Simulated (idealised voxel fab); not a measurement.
Process module name: voxel fin reveal
Cross-section cut: width 275 nm, square cells of 5 nm.
A cross-section is written here as square cells arranged in a grid, and it is given in bands from the top down, each band taking up one or more rows of cells. Heights first: top, then bottom, in nm. Then materials, left to right, each with a width in nm. "edge to edge" on a single material: fills the band edge to edge. "empty": empty space. Below 0: as-received wafer, all one material; heights counted from there. Lowest band: no bottom, goes on down, written "0 nm and below". You'd read "30..40" like this: the band's top row of cells is as wide as the first number, its bottom row is as wide as the second, and going down, every row changes width by the same amount as the row before did. Any step labelled "no modifications" changed none of the cells in the cross-section. For the entry "Sealed internal cavities", the listed items are empty spaces with no open way to the top whose size is 8 cells or more; each item follows the pattern width x height at distance, where distance is from the left edge and all three are in nm. Formally, on a step line, whatever follows the settings is a remark that the simulator itself makes on the step. Steps that use a mask can have "overlay nm" on their line. It says how far the mask sat to the right of where it was meant to be. Negative means to the left.
**This section lists the process steps that were planned**
1. RECEIVE: material Si
2. CONFORMAL_DEP: material SiN, thk nm 10
3. PATTERN: tone cover, mask id FINS, material resist, width nm 15, pitch nm 35, thk nm 20, overlay nm 0
4. DIRECTIONAL_ETCH: etch materials SiN, depth nm 10
5. DIRECTIONAL_ETCH: etch materials Si, depth nm 40
6. STRIP: etch materials resist
7. OXIDIZE: depth nm 5
8. FILL_DEP: material SiO2, thk nm 15
9. CMP: height nm 10
10. SELECTIVE_ETCH: etch materials SiO2, depth nm 25
11. STRIP: etch materials SiN
12. CONFORMAL_DEP: material HfO2, thk nm 5
**Received-state cross-section, reflecting completion of step 1**
0 nm and below | Si edge to edge
Sealed internal cavities: none
**Final wafer profile in cross-section after the module, from the same start and plan as above, with one mistake made during processing**
5 nm to 0 nm | HfO2: 110  empty: 15  HfO2: 20  empty: 15  HfO2: 115
0 nm to -10 nm | Si: 105  HfO2: 5  empty: 15  HfO2: 5  Si: 10  HfO2: 5  empty: 15  HfO2: 5  Si: 110
-10 nm to -15 nm | Si: 105  HfO2: 25  Si: 10  HfO2: 25  Si: 110
-15 nm to -45 nm | Si: 105  SiO2: 25  Si: 10  SiO2: 25  Si: 110
-45 nm and below | Si edge to edge
Sealed internal cavities: none
Plan not followed: step 3 did not happen as planned, as run it was PATTERN: tone open, mask id FINS, material resist, width nm 15, pitch nm 35, thk nm 20, overlay nm 0
